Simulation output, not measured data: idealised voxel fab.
process module | voxel gate over fins
cross-section cut | 280 nm wide | cells 5 nm
A cross-section is a grid of square cells, given in bands from the top down. A band is one or more rows of cells.
Each band's line starts with the height of the band's top and of its bottom, in nm. Then come its materials from left to right, each with its width in nm. One material with "throughout" fills the band from edge to edge. "air" is empty space.
Height 0 is the level under which the wafer as received is all one material. The lowest band goes on downwards, as in "0 down".
A width such as "30 to 40" changes by the same amount from each row of cells to the next, from the band's top row to its bottom row.
"no change" after a step means that no cell of the cross-section changed.
closed voids: empty space of 8 cells or more with no open way to the top, each as width x height at its distance from the left edge, in nm
after a step's settings: what the simulator itself notes on the step
overlay nm, on a step with a mask: how far to the right of its planned place the mask lay; to the left if negative
plan
1 op RECEIVE | material Si
2 op CONFORMAL_DEP | material SiN | thk nm 10
3 op PATTERN | tone cover | mask id FINS | material resist | width nm 15 | pitch nm 45 | thk nm 20 | overlay nm 0
4 op DIRECTIONAL_ETCH | etch materials SiN | depth nm 10
5 op DIRECTIONAL_ETCH | etch materials Si | depth nm 35
6 op STRIP | etch materials resist
7 op OXIDIZE | depth nm 5
8 op FILL_DEP | material SiO2 | thk nm 10
9 op CMP | height nm 10
10 op SELECTIVE_ETCH | etch materials SiO2 | depth nm 20
11 op STRIP | etch materials SiN
12 op CONFORMAL_DEP | material HfO2 | thk nm 5
13 op CONFORMAL_DEP | material TiN | thk nm 5
14 op CONFORMAL_DEP | material TiAl | thk nm 5
15 op CONFORMAL_DEP | material TiN | thk nm 5
16 op FILL_DEP | material W | thk nm 10
17 op CMP | height nm 25
18 op CONFORMAL_DEP | material SiN | thk nm 10
varied across the wafers: width nm of step 3. The plan shows the first wafer's value. All wafers start alike
first wafer as received, after step 1
  0 down: Si throughout
  closed voids: none
each wafer at the end: cells of each material gained (+) or lost (-) since it was received, then its closed voids
width nm 15 | +64 HfO2 | -432 Si | +112 SiN | +324 SiO2 | +64 TiAl | +128 TiN | +132 W | closed voids: none
width nm 20 | +64 HfO2 | -416 Si | +112 SiN | +312 SiO2 | +64 TiAl | +126 TiN | +130 W | closed voids: none
width nm 25 | +64 HfO2 | -400 Si | +112 SiN | +300 SiO2 | +64 TiAl | +124 TiN | +128 W | closed voids: none
width nm 30 | +64 HfO2 | -384 Si | +112 SiN | +288 SiO2 | +62 TiAl | +124 TiN | +126 W | closed voids: none
